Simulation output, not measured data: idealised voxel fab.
The name of this process module is voxel air gaps.
This is section cut - it's 185 nm across, gridded in 5 nm square cells.
We lay out every cross-section as a grid of square cells and spell it out in bands from the top down, where one band means one or more rows of cells. What a band's entry tells you: where the top is and where the bottom is, as heights in nm, and after that what lies inside, material by material from left to right, each with its width in nm. Empty space is written as the word "empty", and a single material marked with the word "full width" occupies the band from edge to edge. Below 0: as-received wafer, all one material; heights counted from there. Lowest band: no bottom, goes on down, written "0..down". Width "30..40": first value at the band's top row of cells, second value at its bottom row, equal change from row to row. "remained unchanged" after a step means that no cell of the cross-section changed. "Enclosed empty spaces" lists enclosed empty spaces (at least 8 cells, no open path upward to the top), each as width x height at distance from the left edge, in nm. It should be noted that, on the line of a given step, the content following the step's settings is a remark produced by the simulator itself with respect to that step. What "overlay nm" on a step's line means: if the step has a mask, that mask lay this far to the right of its planned place, or, when the value is negative, to the left.
Process steps foreseen in the plan
step 1: op RECEIVE | material Si
step 2: op CONFORMAL_DEP | material SiO2 | thk nm 10
step 3: op CONFORMAL_DEP | material SiN | thk nm 5
step 4: op DIRECTIONAL_DEP | material lowk | thk nm 40
step 5: op PATTERN | tone open | mask id LINES | material resist | width nm 15 | pitch nm 40 | thk nm 15 | overlay nm 0
step 6: op DIRECTIONAL_ETCH | etch materials lowk | depth nm 40
step 7: op STRIP | etch materials resist
step 8: op CONFORMAL_DEP | material TiN | thk nm 5
step 9: op FILL_DEP | material Ru | thk nm 10
step 10: op CMP | height nm 55
step 11: op EPI | material Ru | thk nm 10
step 12: op SELECTIVE_ETCH | etch materials lowk | depth nm 50
step 13: op CONFORMAL_DEP | material SiCN | thk nm 5
Cross-section, incoming material, after step 1
    0..down = Si full width
    Enclosed empty spaces: none
Result of the module, cross-sectioned: start per above, plan per above, one error in how it was run
    80..75 = 20 empty, 145 SiCN, 20 empty
    75..55 = 20 empty, 5 SiCN, 135 Ru, 5 SiCN, 20 empty
    55..50 = 20 empty, 25 SiCN, 5 TiN, 5 Ru, 5 TiN, 25 lowk, 5 TiN, 5 Ru, 5 TiN, 25 lowk, 5 TiN, 5 Ru, 5 TiN, 25 SiCN, 20 empty
    50..20 = 40 empty, 5 SiCN, 5 TiN, 5 Ru, 5 TiN, 25 lowk, 5 TiN, 5 Ru, 5 TiN, 25 lowk, 5 TiN, 5 Ru, 5 TiN, 5 SiCN, 40 empty
    20..15 = 45 SiCN, 15 TiN, 25 lowk, 15 TiN, 25 lowk, 15 TiN, 45 SiCN
    15..10 = SiN full width
    10..0 = SiO2 full width
    0..down = Si full width
    Enclosed empty spaces: none
What was the processing mistake? plan step 11 ran twice
